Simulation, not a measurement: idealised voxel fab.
Process module in this document: voxel wiring stack
It is cross-section cut that appears here, measuring 160 nm in width, its square cells being 5 nm in size.
Cross-section, as written here: a square-cell grid given band by band from the top down, where a band holds one or more rows of cells. Look at the band entry: it leads with the top's height and the bottom's height in nm. Then it lists the materials left to right, with a width in nm for each. The word "throughout" on a single material says that material fills the band edge to edge. The word "air" is empty space. Basically, 0 is our baseline, since under it the wafer straight out of the box is all one material. The bottom band has no lower end and keeps on going down, so it looks like "0..down". A width such as "30->40" changes by the same amount from each row of cells to the next, from the band's top row to its bottom row. The cross-section has no changed cell in any step marked "no change". You'll see "Unvented voids" listing empty spaces that have no way open to the top, as long as they're 8 cells or more; the notation is width x height at distance, where the distance is from the left edge, and all of it is in nm. What comes after the settings on a step's line is commentary from the simulator itself on that step. overlay nm: mask offset rightward from planned place, masked step; negative means leftward offset. Reading guide: pairs of cross-sections, before and after one process step; after view cut off at lowest changed band; step and settings listed under each pair. Pairs may stem from different runs of this module on the same starting wafer; continuity with the pair above only where the "Before-step section" entry states it.

# Before-step section
0..down | Si throughout
Unvented voids: none

# Post-Step Snapshot
15..0 | SiO2 throughout
Below 0 it's all the same as before, nothing changed down there.
Unvented voids: none
Which operation links the two cross-sections above? CONFORMAL_DEP,material SiO2,thk nm 15

Before-step section: = after-state of the pair above.

# Post-Step Snapshot
20..15 | SiCN throughout
Below 15 it's all the same as before, nothing changed down there.
Unvented voids: none
Which operation links the two cross-sections above? CONFORMAL_DEP,material SiCN,thk nm 5

Before-step section: = after-state of the pair above.

# Post-Step Snapshot
35..20 | SiO2 throughout
Below 20 it's all the same as before, nothing changed down there.
Unvented voids: none
Which operation links the two cross-sections above? DIRECTIONAL_DEP,material SiO2,thk nm 15

Before-step section: = after-state of the pair above.

# Post-Step Snapshot
50..35 | 50 resist / 20 air / 15 resist / 20 air / 55 resist
Below 35 it's all the same as before, nothing changed down there.
Unvented voids: none
Which operation links the two cross-sections above? PATTERN,tone open,mask id METAL_1,material resist,width nm 20,pitch nm 35,thk nm 15,overlay nm 0

Before-step section: = after-state of the pair above.

# Post-Step Snapshot
50..35 | 50 resist / 20 air / 15 resist / 20 air / 55 resist
35..20 | 50 SiO2 / 20 air / 15 SiO2 / 20 air / 55 SiO2
Below 20 it's all the same as before, nothing changed down there.
Unvented voids: none
Which operation links the two cross-sections above? DIRECTIONAL_ETCH,etch materials SiO2,depth nm 15

Before-step section: = after-state of the pair above.

# Post-Step Snapshot
50..35 | 50 resist / 20 air / 15 resist / 20 air / 55 resist
35..20 | 50 SiO2 / 20 air / 15 SiO2 / 20 air / 55 SiO2
20..15 | 50 SiCN / 20 air / 15 SiCN / 20 air / 55 SiCN
Below 15 it's all the same as before, nothing changed down there.
Unvented voids: none
Which operation links the two cross-sections above? DIRECTIONAL_ETCH,etch materials SiCN,depth nm 5

Before-step section: = after-state of the pair above.

# Post-Step Snapshot
35..20 | 50 SiO2 / 20 air / 15 SiO2 / 20 air / 55 SiO2
Below 20 it's all the same as before, nothing changed down there.
Unvented voids: none
Which operation links the two cross-sections above? STRIP,etch materials resist

Before-step section: = after-state of the pair above.

# Post-Step Snapshot
40..35 | 55 TiN / 10 air / 25 TiN / 10 air / 60 TiN
35..20 | 50 SiO2 / 5 TiN / 10 air / 5 TiN / 15 SiO2 / 5 TiN / 10 air / 5 TiN / 55 SiO2
20..15 | 50 SiCN / 20 TiN / 15 SiCN / 20 TiN / 55 SiCN
Below 15 it's all the same as before, nothing changed down there.
Unvented voids: none
Which operation links the two cross-sections above? CONFORMAL_DEP,material TiN,thk nm 5

Before-step section: = after-state of the pair above.

# Post-Step Snapshot
45..40 | Ru throughout
40..35 | 55 TiN / 10 Ru / 25 TiN / 10 Ru / 60 TiN
35..20 | 50 SiO2 / 5 TiN / 10 Ru / 5 TiN / 15 SiO2 / 5 TiN / 10 Ru / 5 TiN / 55 SiO2
Below 20 it's all the same as before, nothing changed down there.
Unvented voids: none
Which operation links the two cross-sections above? FILL_DEP,material Ru,thk nm 5

Before-step section: = after-state of the pair above.

# Post-Step Snapshot
35..20 | 50 SiO2 / 5 TiN / 10 Ru / 5 TiN / 15 SiO2 / 5 TiN / 10 Ru / 5 TiN / 55 SiO2
Below 20 it's all the same as before, nothing changed down there.
Unvented voids: none
Which operation links the two cross-sections above? CMP,height nm 35

Before-step section: = after-state of the pair above.

# Post-Step Snapshot
40..35 | 45 air / 30 Ru / 5 air / 30 Ru / 50 air
Below 35 it's all the same as before, nothing changed down there.
Unvented voids: none
Which operation links the two cross-sections above? EPI,material Ru,thk nm 5

Before-step section: = after-state of the pair above.

# Post-Step Snapshot
45..40 | SiCN throughout
40..35 | 45 SiCN / 30 Ru / 5 SiCN / 30 Ru / 50 SiCN
Below 35 it's all the same as before, nothing changed down there.
Unvented voids: none
Which operation links the two cross-sections above? FILL_DEP,material SiCN,thk nm 5

Before-step section: = after-state of the pair above.

# Post-Step Snapshot
75..45 | lowk throughout
Below 45 it's all the same as before, nothing changed down there.
Unvented voids: none
Which operation links the two cross-sections above? DIRECTIONAL_DEP,material lowk,thk nm 30

Before-step section: = after-state of the pair above.

# Post-Step Snapshot
90..75 | aC throughout
Below 75 it's all the same as before, nothing changed down there.
Unvented voids: none
Which operation links the two cross-sections above? DIRECTIONAL_DEP,material aC,thk nm 15

Before-step section: = after-state of the pair above.

# Post-Step Snapshot
120..90 | 50 resist / 15 air / 20 resist / 15 air / 60 resist
Below 90 it's all the same as before, nothing changed down there.
Unvented voids: none
Which operation links the two cross-sections above? PATTERN,tone open,mask id METAL_2_HOLES,material resist,width nm 15,pitch nm 35,thk nm 30,overlay nm 0

Before-step section: = after-state of the pair above.

# Post-Step Snapshot
105..90 | 50 resist / 15 air / 20 resist / 15 air / 60 resist
90..75 | 50 aC / 15 air / 20 aC / 15 air / 60 aC
Below 75 it's all the same as before, nothing changed down there.
Unvented voids: none
Which operation links the two cross-sections above? DIRECTIONAL_ETCH,etch materials aC,depth nm 15

Before-step section: = after-state of the pair above.

# Post-Step Snapshot
90..75 | 50 aC / 15 air / 20 aC / 15 air / 60 aC
Below 75 it's all the same as before, nothing changed down there.
Unvented voids: none
Which operation links the two cross-sections above? STRIP,etch materials resist

Before-step section: = after-state of the pair above.

# Post-Step Snapshot
90..75 | 50 aC / 15 air / 20 aC / 15 air / 60 aC
75..45 | 50 lowk / 15 air / 20 lowk / 15 air / 60 lowk
Below 45 it's all the same as before, nothing changed down there.
Unvented voids: none
Which operation links the two cross-sections above? DIRECTIONAL_ETCH,etch materials lowk,depth nm 30

Before-step section: = after-state of the pair above.

# Post-Step Snapshot
75..45 | 50 lowk / 15 air / 20 lowk / 15 air / 60 lowk
Below 45 it's all the same as before, nothing changed down there.
Unvented voids: none
Which operation links the two cross-sections above? STRIP,etch materials aC

Before-step section: = after-state of the pair above.

# Post-Step Snapshot
75..55 | 50 lowk / 20 air / 15 lowk / 20 air / 55 lowk
Below 55 it's all the same as before, nothing changed down there.
Unvented voids: none
Which operation links the two cross-sections above? MASKED_ETCH,tone open,mask id METAL_2,width nm 20,pitch nm 35,etch materials lowk,depth nm 20,overlay nm 0

Before-step section: = after-state of the pair above.

# Post-Step Snapshot
75..55 | 50 lowk / 20 air / 15 lowk / 20 air / 55 lowk
55..45 | 50 lowk / 15 air / 20 lowk / 15 air / 60 lowk
45..40 | 50 SiCN / 15 air / 20 SiCN / 15 air / 60 SiCN
Below 40 it's all the same as before, nothing changed down there.
Unvented voids: none
Which operation links the two cross-sections above? MASKED_ETCH,tone open,mask id METAL_2,width nm 20,pitch nm 35,etch materials SiCN,depth nm 5,overlay nm 0

Before-step section: = after-state of the pair above.

# Post-Step Snapshot
80..75 | 55 TiN / 10 air / 25 TiN / 10 air / 60 TiN
75..60 | 50 lowk / 5 TiN / 10 air / 5 TiN / 15 lowk / 5 TiN / 10 air / 5 TiN / 55 lowk
60..55 | 50 lowk / 5 TiN / 5 air / 10 TiN / 15 lowk / 5 TiN / 5 air / 10 TiN / 55 lowk
55..45 | 50 lowk / 5 TiN / 5 air / 5 TiN / 20 lowk / 5 TiN / 5 air / 5 TiN / 60 lowk
45..40 | 50 SiCN / 15 TiN / 20 SiCN / 15 TiN / 60 SiCN
Below 40 it's all the same as before, nothing changed down there.
Unvented voids: none
Which operation links the two cross-sections above? CONFORMAL_DEP,material TiN,thk nm 5

Before-step section: = after-state of the pair above.

# Post-Step Snapshot
90..80 | Cu throughout
80..75 | 55 TiN / 10 Cu / 25 TiN / 10 Cu / 60 TiN
75..60 | 50 lowk / 5 TiN / 10 Cu / 5 TiN / 15 lowk / 5 TiN / 10 Cu / 5 TiN / 55 lowk
60..55 | 50 lowk / 5 TiN / 5 Cu / 10 TiN / 15 lowk / 5 TiN / 5 Cu / 10 TiN / 55 lowk
55..45 | 50 lowk / 5 TiN / 5 Cu / 5 TiN / 20 lowk / 5 TiN / 5 Cu / 5 TiN / 60 lowk
Below 45 it's all the same as before, nothing changed down there.
Unvented voids: none
Which operation links the two cross-sections above? FILL_DEP,material Cu,thk nm 10

Before-step section: = after-state of the pair above.

# Post-Step Snapshot
75..60 | 50 lowk / 5 TiN / 10 Cu / 5 TiN / 15 lowk / 5 TiN / 10 Cu / 5 TiN / 55 lowk
Below 60 it's all the same as before, nothing changed down there.
Unvented voids: none
Which operation links the two cross-sections above? CMP,height nm 75

Before-step section: = after-state of the pair above.

# Post-Step Snapshot
80..75 | SiN throughout
Below 75 it's all the same as before, nothing changed down there.
Unvented voids: none
Which operation links the two cross-sections above? CONFORMAL_DEP,material SiN,thk nm 5

# Before-step section
40..35 | 45 air / 30 Ru / 5 air / 30 Ru / 50 air
35..20 | 50 SiO2 / 5 TiN / 10 Ru / 5 TiN / 15 SiO2 / 5 TiN / 10 Ru / 5 TiN / 55 SiO2
20..15 | 50 SiCN / 20 TiN / 15 SiCN / 20 TiN / 55 SiCN
15..0 | SiO2 throughout
0..down | Si throughout
Unvented voids: none

# Post-Step Snapshot
70..65 | 45 air / 30 lowk / 5 air / 30 lowk / 50 air
65..40 | lowk throughout
40..35 | 45 lowk / 30 Ru / 5 lowk / 30 Ru / 50 lowk
Below 35 it's all the same as before, nothing changed down there.
Unvented voids: none
Which operation links the two cross-sections above? DIRECTIONAL_DEP,material lowk,thk nm 30

Before-step section: = after-state of the pair above.

# Post-Step Snapshot
85..80 | 45 air / 30 aC / 5 air / 30 aC / 50 air
80..70 | aC throughout
70..65 | 45 aC / 30 lowk / 5 aC / 30 lowk / 50 aC
Below 65 it's all the same as before, nothing changed down there.
Unvented voids: none
Which operation links the two cross-sections above? DIRECTIONAL_DEP,material aC,thk nm 15

Before-step section: = after-state of the pair above.

# Post-Step Snapshot
115..85 | 50 resist / 15 air / 20 resist / 15 air / 60 resist
85..80 | 45 resist / 30 aC / 5 resist / 30 aC / 50 resist
Below 80 it's all the same as before, nothing changed down there.
Unvented voids: none
Which operation links the two cross-sections above? PATTERN,tone open,mask id METAL_2_HOLES,material resist,width nm 15,pitch nm 35,thk nm 30,overlay nm 0

Before-step section: = after-state of the pair above.

# Post-Step Snapshot
100..85 | 50 resist / 15 air / 20 resist / 15 air / 60 resist
85..80 | 45 resist / 5 aC / 15 air / 10 aC / 5 resist / 5 aC / 15 air / 10 aC / 50 resist
80..70 | 50 aC / 15 air / 20 aC / 15 air / 60 aC
Below 70 it's all the same as before, nothing changed down there.
Unvented voids: none
Which operation links the two cross-sections above? DIRECTIONAL_ETCH,etch materials aC,depth nm 15

Before-step section: = after-state of the pair above.

# Post-Step Snapshot
85..80 | 45 air / 5 aC / 15 air / 10 aC / 5 air / 5 aC / 15 air / 10 aC / 50 air
Below 80 it's all the same as before, nothing changed down there.
Unvented voids: none
Which operation links the two cross-sections above? STRIP,etch materials resist

Before-step section: = after-state of the pair above.

# Post-Step Snapshot
85..80 | 45 air / 5 aC / 15 air / 10 aC / 5 air / 5 aC / 15 air / 10 aC / 50 air
80..70 | 50 aC / 15 air / 20 aC / 15 air / 60 aC
70..65 | 45 aC / 5 lowk / 15 air / 10 lowk / 5 aC / 5 lowk / 15 air / 10 lowk / 50 aC
65..40 | 50 lowk / 15 air / 20 lowk / 15 air / 60 lowk
Below 40 it's all the same as before, nothing changed down there.
Unvented voids: none
Which operation links the two cross-sections above? DIRECTIONAL_ETCH,etch materials lowk,depth nm 30

Before-step section: = after-state of the pair above.

# Post-Step Snapshot
70..65 | 45 air / 5 lowk / 15 air / 10 lowk / 5 air / 5 lowk / 15 air / 10 lowk / 50 air
Below 65 it's all the same as before, nothing changed down there.
Unvented voids: none
Which operation links the two cross-sections above? STRIP,etch materials aC

Before-step section: = after-state of the pair above.

# Post-Step Snapshot
70..65 | 45 air / 5 lowk / 20 air / 5 lowk / 5 air / 5 lowk / 20 air / 5 lowk / 50 air
65..50 | 50 lowk / 20 air / 15 lowk / 20 air / 55 lowk
Below 50 it's all the same as before, nothing changed down there.
Unvented voids: none
Which operation links the two cross-sections above? MASKED_ETCH,tone open,mask id METAL_2,width nm 20,pitch nm 35,etch materials lowk,depth nm 20,overlay nm 0

Before-step section: = after-state of the pair above.

# Post-Step Snapshot
75..70 | 40 air / 15 TiN / 10 air / 25 TiN / 10 air / 15 TiN / 45 air
70..65 | 45 TiN / 5 lowk / 5 TiN / 10 air / 5 TiN / 5 lowk / 5 TiN / 5 lowk / 5 TiN / 10 air / 5 TiN / 5 lowk / 50 TiN
65..55 | 50 lowk / 5 TiN / 10 air / 5 TiN / 15 lowk / 5 TiN / 10 air / 5 TiN / 55 lowk
55..45 | 50 lowk / 5 TiN / 5 air / 10->5 TiN / 15->20 lowk / 5 TiN / 5 air / 10->5 TiN / 55->60 lowk
45..40 | 50 lowk / 15 TiN / 20 lowk / 15 TiN / 60 lowk
Below 40 it's all the same as before, nothing changed down there.
Unvented voids: none
Which operation links the two cross-sections above? CONFORMAL_DEP,material TiN,thk nm 5

Before-step section: = after-state of the pair above.

# Post-Step Snapshot
85..75 | Cu throughout
75..70 | 40 Cu / 15 TiN / 10 Cu / 25 TiN / 10 Cu / 15 TiN / 45 Cu
70..65 | 45 TiN / 5 lowk / 5 TiN / 10 Cu / 5 TiN / 5 lowk / 5 TiN / 5 lowk / 5 TiN / 10 Cu / 5 TiN / 5 lowk / 50 TiN
65..55 | 50 lowk / 5 TiN / 10 Cu / 5 TiN / 15 lowk / 5 TiN / 10 Cu / 5 TiN / 55 lowk
55..45 | 50 lowk / 5 TiN / 5 Cu / 10->5 TiN / 15->20 lowk / 5 TiN / 5 Cu / 10->5 TiN / 55->60 lowk
Below 45 it's all the same as before, nothing changed down there.
Unvented voids: none
Which operation links the two cross-sections above? FILL_DEP,material Cu,thk nm 10

Before-step section: = after-state of the pair above.

# Post-Step Snapshot
75..70 | 40 Cu / 15 TiN / 10 Cu / 25 TiN / 10 Cu / 15 TiN / 45 Cu
Below 70 it's all the same as before, nothing changed down there.
Unvented voids: none
Which operation links the two cross-sections above? CMP,height nm 75

Before-step section: = after-state of the pair above.

# Post-Step Snapshot
80..75 | SiN throughout
Below 75 it's all the same as before, nothing changed down there.
Unvented voids: none
Which operation links the two cross-sections above? CONFORMAL_DEP,material SiN,thk nm 5

# Before-step section
75..45 | lowk throughout
45..40 | SiCN throughout
40..35 | 45 SiCN / 30 Ru / 5 SiCN / 30 Ru / 50 SiCN
35..20 | 50 SiO2 / 5 TiN / 10 Ru / 5 TiN / 15 SiO2 / 5 TiN / 10 Ru / 5 TiN / 55 SiO2
20..15 | 50 SiCN / 20 TiN / 15 SiCN / 20 TiN / 55 SiCN
15..0 | SiO2 throughout
0..down | Si throughout
Unvented voids: none

# Post-Step Snapshot
105..45 | lowk throughout
Below 45 it's all the same as before, nothing changed down there.
Unvented voids: none
Which operation links the two cross-sections above? DIRECTIONAL_DEP,material lowk,thk nm 30

Before-step section: = after-state of the pair above.

# Post-Step Snapshot
120..105 | aC throughout
Below 105 it's all the same as before, nothing changed down there.
Unvented voids: none
Which operation links the two cross-sections above? DIRECTIONAL_DEP,material aC,thk nm 15

Before-step section: = after-state of the pair above.

# Post-Step Snapshot
150..120 | 50 resist / 15 air / 20 resist / 15 air / 60 resist
Below 120 it's all the same as before, nothing changed down there.
Unvented voids: none
Which operation links the two cross-sections above? PATTERN,tone open,mask id METAL_2_HOLES,material resist,width nm 15,pitch nm 35,thk nm 30,overlay nm 0

Before-step section: = after-state of the pair above.

# Post-Step Snapshot
135..120 | 50 resist / 15 air / 20 resist / 15 air / 60 resist
120..105 | 50 aC / 15 air / 20 aC / 15 air / 60 aC
Below 105 it's all the same as before, nothing changed down there.
Unvented voids: none
Which operation links the two cross-sections above? DIRECTIONAL_ETCH,etch materials aC,depth nm 15

Before-step section: = after-state of the pair above.

# Post-Step Snapshot
120..105 | 50 aC / 15 air / 20 aC / 15 air / 60 aC
Below 105 it's all the same as before, nothing changed down there.
Unvented voids: none
Which operation links the two cross-sections above? STRIP,etch materials resist

Before-step section: = after-state of the pair above.

# Post-Step Snapshot
120..105 | 50 aC / 15 air / 20 aC / 15 air / 60 aC
105..75 | 50 lowk / 15 air / 20 lowk / 15 air / 60 lowk
Below 75 it's all the same as before, nothing changed down there.
Unvented voids: none
Which operation links the two cross-sections above? DIRECTIONAL_ETCH,etch materials lowk,depth nm 30

Before-step section: = after-state of the pair above.

# Post-Step Snapshot
105..75 | 50 lowk / 15 air / 20 lowk / 15 air / 60 lowk
Below 75 it's all the same as before, nothing changed down there.
Unvented voids: none
Which operation links the two cross-sections above? STRIP,etch materials aC

Before-step section: = after-state of the pair above.

# Post-Step Snapshot
105..85 | 50 lowk / 20 air / 15 lowk / 20 air / 55 lowk
85..55 | 50 lowk / 15 air / 20 lowk / 15 air / 60 lowk
Below 55 it's all the same as before, nothing changed down there.
Unvented voids: none
Which operation links the two cross-sections above? MASKED_ETCH,tone open,mask id METAL_2,width nm 20,pitch nm 35,etch materials lowk,depth nm 20,overlay nm 0

Before-step section: = after-state of the pair above.

# Post-Step Snapshot
110..105 | 55 TiN / 10 air / 25 TiN / 10 air / 60 TiN
105..90 | 50 lowk / 5 TiN / 10 air / 5 TiN / 15 lowk / 5 TiN / 10 air / 5 TiN / 55 lowk
90..85 | 50 lowk / 5 TiN / 5 air / 10 TiN / 15 lowk / 5 TiN / 5 air / 10 TiN / 55 lowk
85..60 | 50 lowk / 5 TiN / 5 air / 5 TiN / 20 lowk / 5 TiN / 5 air / 5 TiN / 60 lowk
60..55 | 50 lowk / 15 TiN / 20 lowk / 15 TiN / 60 lowk
Below 55 it's all the same as before, nothing changed down there.
Unvented voids: none
Which operation links the two cross-sections above? CONFORMAL_DEP,material TiN,thk nm 5

Before-step section: = after-state of the pair above.

# Post-Step Snapshot
120..110 | Cu throughout
110..105 | 55 TiN / 10 Cu / 25 TiN / 10 Cu / 60 TiN
105..90 | 50 lowk / 5 TiN / 10 Cu / 5 TiN / 15 lowk / 5 TiN / 10 Cu / 5 TiN / 55 lowk
90..85 | 50 lowk / 5 TiN / 5 Cu / 10 TiN / 15 lowk / 5 TiN / 5 Cu / 10 TiN / 55 lowk
85..60 | 50 lowk / 5 TiN / 5 Cu / 5 TiN / 20 lowk / 5 TiN / 5 Cu / 5 TiN / 60 lowk
Below 60 it's all the same as before, nothing changed down there.
Unvented voids: none
Which operation links the two cross-sections above? FILL_DEP,material Cu,thk nm 10

Before-step section: = after-state of the pair above.

# Post-Step Snapshot
75..60 | 50 lowk / 5 TiN / 5 Cu / 5 TiN / 20 lowk / 5 TiN / 5 Cu / 5 TiN / 60 lowk
Below 60 it's all the same as before, nothing changed down there.
Unvented voids: none
Which operation links the two cross-sections above? CMP,height nm 75

Before-step section: = after-state of the pair above.

# Post-Step Snapshot
80..75 | SiN throughout
Below 75 it's all the same as before, nothing changed down there.
Unvented voids: none
Which operation links the two cross-sections above? CONFORMAL_DEP,material SiN,thk nm 5

# Before-step section
70..65 | 45 air / 30 lowk / 5 air / 30 lowk / 50 air
65..40 | lowk throughout
40..35 | 45 lowk / 30 Ru / 5 lowk / 30 Ru / 50 lowk
35..20 | 50 SiO2 / 5 TiN / 10 Ru / 5 TiN / 15 SiO2 / 5 TiN / 10 Ru / 5 TiN / 55 SiO2
20..15 | 50 SiCN / 20 TiN / 15 SiCN / 20 TiN / 55 SiCN
15..0 | SiO2 throughout
0..down | Si throughout
Unvented voids: none

# Post-Step Snapshot
75..70 | SiCN throughout
70..65 | 45 SiCN / 30 lowk / 5 SiCN / 30 lowk / 50 SiCN
Below 65 it's all the same as before, nothing changed down there.
Unvented voids: none
Which operation links the two cross-sections above? FILL_DEP,material SiCN,thk nm 5

Before-step section: = after-state of the pair above.

# Post-Step Snapshot
90..75 | aC throughout
Below 75 it's all the same as before, nothing changed down there.
Unvented voids: none
Which operation links the two cross-sections above? DIRECTIONAL_DEP,material aC,thk nm 15

Before-step section: = after-state of the pair above.

# Post-Step Snapshot
120..90 | 50 resist / 15 air / 20 resist / 15 air / 60 resist
Below 90 it's all the same as before, nothing changed down there.
Unvented voids: none
Which operation links the two cross-sections above? PATTERN,tone open,mask id METAL_2_HOLES,material resist,width nm 15,pitch nm 35,thk nm 30,overlay nm 0

Before-step section: = after-state of the pair above.

# Post-Step Snapshot
105..90 | 50 resist / 15 air / 20 resist / 15 air / 60 resist
90..75 | 50 aC / 15 air / 20 aC / 15 air / 60 aC
Below 75 it's all the same as before, nothing changed down there.
Unvented voids: none
Which operation links the two cross-sections above? DIRECTIONAL_ETCH,etch materials aC,depth nm 15

Before-step section: = after-state of the pair above.

# Post-Step Snapshot
90..75 | 50 aC / 15 air / 20 aC / 15 air / 60 aC
Below 75 it's all the same as before, nothing changed down there.
Unvented voids: none
Which operation links the two cross-sections above? STRIP,etch materials resist

Before-step section: = after-state of the pair above.

# Post-Step Snapshot
75..70 | SiCN throughout
Below 70 it's all the same as before, nothing changed down there.
Unvented voids: none
Which operation links the two cross-sections above? STRIP,etch materials aC

Before-step section: = after-state of the pair above.

# Post-Step Snapshot
75..70 | 50 SiCN / 20 air / 15 SiCN / 20 air / 55 SiCN
Below 70 it's all the same as before, nothing changed down there.
Unvented voids: none
Which operation links the two cross-sections above? MASKED_ETCH,tone open,mask id METAL_2,width nm 20,pitch nm 35,etch materials SiCN,depth nm 5,overlay nm 0

Before-step section: = after-state of the pair above.

# Post-Step Snapshot
80..75 | 55 TiN / 10 air / 25 TiN / 10 air / 60 TiN
75..70 | 50 SiCN / 20 TiN / 15 SiCN / 20 TiN / 55 SiCN
Below 70 it's all the same as before, nothing changed down there.
Unvented voids: none
Which operation links the two cross-sections above? CONFORMAL_DEP,material TiN,thk nm 5

Before-step section: = after-state of the pair above.

# Post-Step Snapshot
90..80 | Cu throughout
80..75 | 55 TiN / 10 Cu / 25 TiN / 10 Cu / 60 TiN
Below 75 it's all the same as before, nothing changed down there.
Unvented voids: none
Which operation links the two cross-sections above? FILL_DEP,material Cu,thk nm 10

Before-step section: = after-state of the pair above.

# Post-Step Snapshot
75..70 | 50 SiCN / 20 TiN / 15 SiCN / 20 TiN / 55 SiCN
Below 70 it's all the same as before, nothing changed down there.
Unvented voids: none
Which operation links the two cross-sections above? CMP,height nm 75

Before-step section: = after-state of the pair above.

# Post-Step Snapshot
80..75 | SiN throughout
Below 75 it's all the same as before, nothing changed down there.
Unvented voids: none
Which operation links the two cross-sections above? CONFORMAL_DEP,material SiN,thk nm 5

# Before-step section
90..80 | Cu throughout
80..75 | 55 TiN / 10 Cu / 25 TiN / 10 Cu / 60 TiN
75..60 | 50 lowk / 5 TiN / 10 Cu / 5 TiN / 15 lowk / 5 TiN / 10 Cu / 5 TiN / 55 lowk
60..55 | 50 lowk / 5 TiN / 5 Cu / 10 TiN / 15 lowk / 5 TiN / 5 Cu / 10 TiN / 55 lowk
55..45 | 50 lowk / 5 TiN / 5 Cu / 5 TiN / 20 lowk / 5 TiN / 5 Cu / 5 TiN / 60 lowk
45..40 | 50 SiCN / 15 TiN / 20 SiCN / 15 TiN / 60 SiCN
40..35 | 45 SiCN / 30 Ru / 5 SiCN / 30 Ru / 50 SiCN
35..20 | 50 SiO2 / 5 TiN / 10 Ru / 5 TiN / 15 SiO2 / 5 TiN / 10 Ru / 5 TiN / 55 SiO2
20..15 | 50 SiCN / 20 TiN / 15 SiCN / 20 TiN / 55 SiCN
15..0 | SiO2 throughout
0..down | Si throughout
Unvented voids: none

# Post-Step Snapshot
85..80 | Cu throughout
Below 80 it's all the same as before, nothing changed down there.
Unvented voids: none
Which operation links the two cross-sections above? CMP,height nm 85

Before-step section: = after-state of the pair above.

# Post-Step Snapshot
90..85 | SiN throughout
Below 85 it's all the same as before, nothing changed down there.
Unvented voids: none
Which operation links the two cross-sections above? CONFORMAL_DEP,material SiN,thk nm 5

# Before-step section
35..20 | SiO2 throughout
20..15 | SiCN throughout
15..0 | SiO2 throughout
0..down | Si throughout
Unvented voids: none

# Post-Step Snapshot
50..35 | 55 resist / 15 air / 20 resist / 15 air / 55 resist
Below 35 it's all the same as before, nothing changed down there.
Unvented voids: none
Which operation links the two cross-sections above? PATTERN,tone open,mask id METAL_1,material resist,width nm 15,pitch nm 35,thk nm 15,overlay nm 0

Before-step section: = after-state of the pair above.

# Post-Step Snapshot
50..35 | 55 resist / 15 air / 20 resist / 15 air / 55 resist
35..20 | 55 SiO2 / 15 air / 20 SiO2 / 15 air / 55 SiO2
Below 20 it's all the same as before, nothing changed down there.
Unvented voids: none
Which operation links the two cross-sections above? DIRECTIONAL_ETCH,etch materials SiO2,depth nm 15

Before-step section: = after-state of the pair above.

# Post-Step Snapshot
50..35 | 55 resist / 15 air / 20 resist / 15 air / 55 resist
35..20 | 55 SiO2 / 15 air / 20 SiO2 / 15 air / 55 SiO2
20..15 | 55 SiCN / 15 air / 20 SiCN / 15 air / 55 SiCN
Below 15 it's all the same as before, nothing changed down there.
Unvented voids: none
Which operation links the two cross-sections above? DIRECTIONAL_ETCH,etch materials SiCN,depth nm 5

Before-step section: = after-state of the pair above.

# Post-Step Snapshot
35..20 | 55 SiO2 / 15 air / 20 SiO2 / 15 air / 55 SiO2
Below 20 it's all the same as before, nothing changed down there.
Unvented voids: none
Which operation links the two cross-sections above? STRIP,etch materials resist

Before-step section: = after-state of the pair above.

# Post-Step Snapshot
40..35 | 60 TiN / 5 air / 30 TiN / 5 air / 60 TiN
35..20 | 55 SiO2 / 5 TiN / 5 air / 5 TiN / 20 SiO2 / 5 TiN / 5 air / 5 TiN / 55 SiO2
20..15 | 55 SiCN / 15 TiN / 20 SiCN / 15 TiN / 55 SiCN
Below 15 it's all the same as before, nothing changed down there.
Unvented voids: none
Which operation links the two cross-sections above? CONFORMAL_DEP,material TiN,thk nm 5

Before-step section: = after-state of the pair above.

# Post-Step Snapshot
45..40 | Ru throughout
40..35 | 60 TiN / 5 Ru / 30 TiN / 5 Ru / 60 TiN
35..20 | 55 SiO2 / 5 TiN / 5 Ru / 5 TiN / 20 SiO2 / 5 TiN / 5 Ru / 5 TiN / 55 SiO2
Below 20 it's all the same as before, nothing changed down there.
Unvented voids: none
Which operation links the two cross-sections above? FILL_DEP,material Ru,thk nm 5

Before-step section: = after-state of the pair above.

# Post-Step Snapshot
35..20 | 55 SiO2 / 5 TiN / 5 Ru / 5 TiN / 20 SiO2 / 5 TiN / 5 Ru / 5 TiN / 55 SiO2
Below 20 it's all the same as before, nothing changed down there.
Unvented voids: none
Which operation links the two cross-sections above? CMP,height nm 35

Before-step section: = after-state of the pair above.

# Post-Step Snapshot
40..35 | 50 air / 25 Ru / 10 air / 25 Ru / 50 air
Below 35 it's all the same as before, nothing changed down there.
Unvented voids: none
Which operation links the two cross-sections above? EPI,material Ru,thk nm 5

Before-step section: = after-state of the pair above.

# Post-Step Snapshot
45..40 | SiCN throughout
40..35 | 50 SiCN / 25 Ru / 10 SiCN / 25 Ru / 50 SiCN
Below 35 it's all the same as before, nothing changed down there.
Unvented voids: none
Which operation links the two cross-sections above? FILL_DEP,material SiCN,thk nm 5

Before-step section: = after-state of the pair above.

# Post-Step Snapshot
75..45 | lowk throughout
Below 45 it's all the same as before, nothing changed down there.
Unvented voids: none
Which operation links the two cross-sections above? DIRECTIONAL_DEP,material lowk,thk nm 30

Before-step section: = after-state of the pair above.

# Post-Step Snapshot
90..75 | aC throughout
Below 75 it's all the same as before, nothing changed down there.
Unvented voids: none
Which operation links the two cross-sections above? DIRECTIONAL_DEP,material aC,thk nm 15

Before-step section: = after-state of the pair above.

# Post-Step Snapshot
120..90 | 50 resist / 15 air / 20 resist / 15 air / 60 resist
Below 90 it's all the same as before, nothing changed down there.
Unvented voids: none
Which operation links the two cross-sections above? PATTERN,tone open,mask id METAL_2_HOLES,material resist,width nm 15,pitch nm 35,thk nm 30,overlay nm 0

Before-step section: = after-state of the pair above.

# Post-Step Snapshot
105..90 | 50 resist / 15 air / 20 resist / 15 air / 60 resist
90..75 | 50 aC / 15 air / 20 aC / 15 air / 60 aC
Below 75 it's all the same as before, nothing changed down there.
Unvented voids: none
Which operation links the two cross-sections above? DIRECTIONAL_ETCH,etch materials aC,depth nm 15

Before-step section: = after-state of the pair above.

# Post-Step Snapshot
90..75 | 50 aC / 15 air / 20 aC / 15 air / 60 aC
Below 75 it's all the same as before, nothing changed down there.
Unvented voids: none
Which operation links the two cross-sections above? STRIP,etch materials resist

Before-step section: = after-state of the pair above.

# Post-Step Snapshot
90..75 | 50 aC / 15 air / 20 aC / 15 air / 60 aC
75..45 | 50 lowk / 15 air / 20 lowk / 15 air / 60 lowk
Below 45 it's all the same as before, nothing changed down there.
Unvented voids: none
Which operation links the two cross-sections above? DIRECTIONAL_ETCH,etch materials lowk,depth nm 30

Before-step section: = after-state of the pair above.

# Post-Step Snapshot
75..45 | 50 lowk / 15 air / 20 lowk / 15 air / 60 lowk
Below 45 it's all the same as before, nothing changed down there.
Unvented voids: none
Which operation links the two cross-sections above? STRIP,etch materials aC
